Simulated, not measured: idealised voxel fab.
process module | voxel fin reveal
cross-section cut | 280 nm wide | cells 5 nm
A cross-section is a grid of square cells, given in bands from the top down. A band is one or more rows of cells.
Each band's line starts with the height of the band's top and of its bottom, in nm. Then come its materials from left to right, each with its width in nm. One material with "throughout" fills the band from edge to edge. "air" is empty space.
Height 0 is the level under which the wafer as received is all one material. The lowest band goes on downwards, as in "0 down".
A width such as "30 to 40" changes by the same amount from each row of cells to the next, from the band's top row to its bottom row.
"no change" after a step means that no cell of the cross-section changed.
closed voids: empty space of 8 cells or more with no open way to the top, each as width x height at its distance from the left edge, in nm
after a step's settings: what the simulator itself notes on the step
overlay nm, on a step with a mask: how far to the right of its planned place the mask lay; to the left if negative
plan
1 op RECEIVE | material Si
2 op CONFORMAL_DEP | material SiN | thk nm 10
3 op MASKED_ETCH | tone cover | mask id FINS | width nm 15 | pitch nm 40 | etch materials SiN | depth nm 10 | overlay nm 0
4 op MASKED_ETCH | tone cover | mask id FINS | width nm 15 | pitch nm 40 | etch materials Si | depth nm 40 | overlay nm 0
5 op FILL_DEP | material SiO2 | thk nm 5
6 op CMP | height nm 10
7 op SELECTIVE_ETCH | etch materials SiO2 | depth nm 40
8 op STRIP | etch materials SiN
first wafer, as planned
as received, after step 1
  0 down: Si throughout
  closed voids: none
after step 2
  10 to 0: SiN throughout
  below 0: unchanged
after step 3
  10 to 0: air 70 | SiN 15 | air 25 | SiN 15 | air 25 | SiN 15 | air 25 | SiN 15 | air 75
  below 0: unchanged
after step 4
  10 to 0: air 70 | SiN 15 | air 25 | SiN 15 | air 25 | SiN 15 | air 25 | SiN 15 | air 75
  0 to -40: air 70 | Si 15 | air 25 | Si 15 | air 25 | Si 15 | air 25 | Si 15 | air 75
  below -40: unchanged
after step 5
  15 to 10: SiO2 throughout
  10 to 0: SiO2 70 | SiN 15 | SiO2 25 | SiN 15 | SiO2 25 | SiN 15 | SiO2 25 | SiN 15 | SiO2 75
  0 to -40: SiO2 70 | Si 15 | SiO2 25 | Si 15 | SiO2 25 | Si 15 | SiO2 25 | Si 15 | SiO2 75
  below -40: unchanged
after step 6
  10 to 0: SiO2 70 | SiN 15 | SiO2 25 | SiN 15 | SiO2 25 | SiN 15 | SiO2 25 | SiN 15 | SiO2 75
  below 0: unchanged
after step 7
  10 to 0: air 70 | SiN 15 | air 25 | SiN 15 | air 25 | SiN 15 | air 25 | SiN 15 | air 75
  0 to -30: air 70 | Si 15 | air 25 | Si 15 | air 25 | Si 15 | air 25 | Si 15 | air 75
  below -30: unchanged
after step 8
  0 to -30: air 70 | Si 15 | air 25 | Si 15 | air 25 | Si 15 | air 25 | Si 15 | air 75
  below -30: unchanged
second wafer: like start, like plan, one mistake. Through step 3 it matches the first wafer
when step 4 should have ended
  10 to 0: air 70 | SiN 15 | air 25 | SiN 15 | air 25 | SiN 15 | air 25 | SiN 15 | air 75
  0 to -35: air 70 | Si 15 | air 25 | Si 15 | air 25 | Si 15 | air 25 | Si 15 | air 75
  below -35: unchanged
when step 5 should have ended
  15 to 10: SiO2 throughout
  10 to 0: SiO2 70 | SiN 15 | SiO2 25 | SiN 15 | SiO2 25 | SiN 15 | SiO2 25 | SiN 15 | SiO2 75
  0 to -35: SiO2 70 | Si 15 | SiO2 25 | Si 15 | SiO2 25 | Si 15 | SiO2 25 | Si 15 | SiO2 75
  below -35: unchanged
when step 6 should have ended
  10 to 0: SiO2 70 | SiN 15 | SiO2 25 | SiN 15 | SiO2 25 | SiN 15 | SiO2 25 | SiN 15 | SiO2 75
  below 0: unchanged
when step 7 should have ended
  10 to 0: air 70 | SiN 15 | air 25 | SiN 15 | air 25 | SiN 15 | air 25 | SiN 15 | air 75
  0 to -30: air 70 | Si 15 | air 25 | Si 15 | air 25 | Si 15 | air 25 | Si 15 | air 75
  below -30: unchanged
when step 8 should have ended
  0 to -30: air 70 | Si 15 | air 25 | Si 15 | air 25 | Si 15 | air 25 | Si 15 | air 75
  below -30: unchanged
what went wrong: step 4 ran as: op MASKED_ETCH | tone cover | mask id FINS | width nm 15 | pitch nm 40 | etch materials Si | depth nm 35 | overlay nm 0
at the end the second wafer has, in cells: 44 more of Si | 44 fewer of SiO2
